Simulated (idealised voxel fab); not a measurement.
process module | voxel ribs on slabs
cross-section cut | 270 nm wide | cells 5 nm
A cross-section is a grid of square cells, given in bands from the top down. A band is one or more rows of cells.
Each band's line starts with the height of the band's top and of its bottom, in nm. Then come its materials from left to right, each with its width in nm. One material with "throughout" fills the band from edge to edge. "air" is empty space.
Height 0 is the level under which the wafer as received is all one material. The lowest band goes on downwards, as in "0 down".
A width such as "30 to 40" changes by the same amount from each row of cells to the next, from the band's top row to its bottom row.
"no change" after a step means that no cell of the cross-section changed.
closed voids: empty space of 8 cells or more with no open way to the top, each as width x height at its distance from the left edge, in nm
after a step's settings: what the simulator itself notes on the step
overlay nm, on a step with a mask: how far to the right of its planned place the mask lay; to the left if negative
plan
1 op RECEIVE | material Si
2 op DIRECTIONAL_DEP | material SiO2 | thk nm 30
3 op DIRECTIONAL_DEP | material polySi | thk nm 25
4 op MASKED_ETCH | tone cover | mask id RIB | width nm 20 | etch materials polySi | depth nm 5 | overlay nm 0
5 op MASKED_ETCH | tone cover | mask id SLAB | width nm 80 | etch materials polySi | depth nm 20 | overlay nm 0
6 op FILL_DEP | material SiO2 | thk nm 30
7 op CMP | height nm 75
8 op DIRECTIONAL_DEP | material W | thk nm 10
9 op PATTERN | tone cover | mask id HEATER | material resist | width nm 30 | thk nm 15 | overlay nm 0
10 op DIRECTIONAL_ETCH | etch materials W | depth nm 10
11 op STRIP | etch materials resist
12 op CONFORMAL_DEP | material SiO2 | thk nm 10
as received, after step 1
  0 down: Si throughout
  closed voids: none
a wafer at the end: this start, this plan, one mistake
  95 to 85: air 110 | SiO2 50 | air 110
  85 to 75: SiO2 120 | W 30 | SiO2 120
  75 to 55: SiO2 throughout
  55 to 50: SiO2 125 | polySi 20 | SiO2 125
  50 to 30: SiO2 100 | polySi 80 | SiO2 90
  30 to 0: SiO2 throughout
  0 down: Si throughout
  closed voids: none
what went wrong: step 5 ran as: op MASKED_ETCH | tone cover | mask id SLAB | width nm 80 | etch materials polySi | depth nm 20 | overlay nm 5
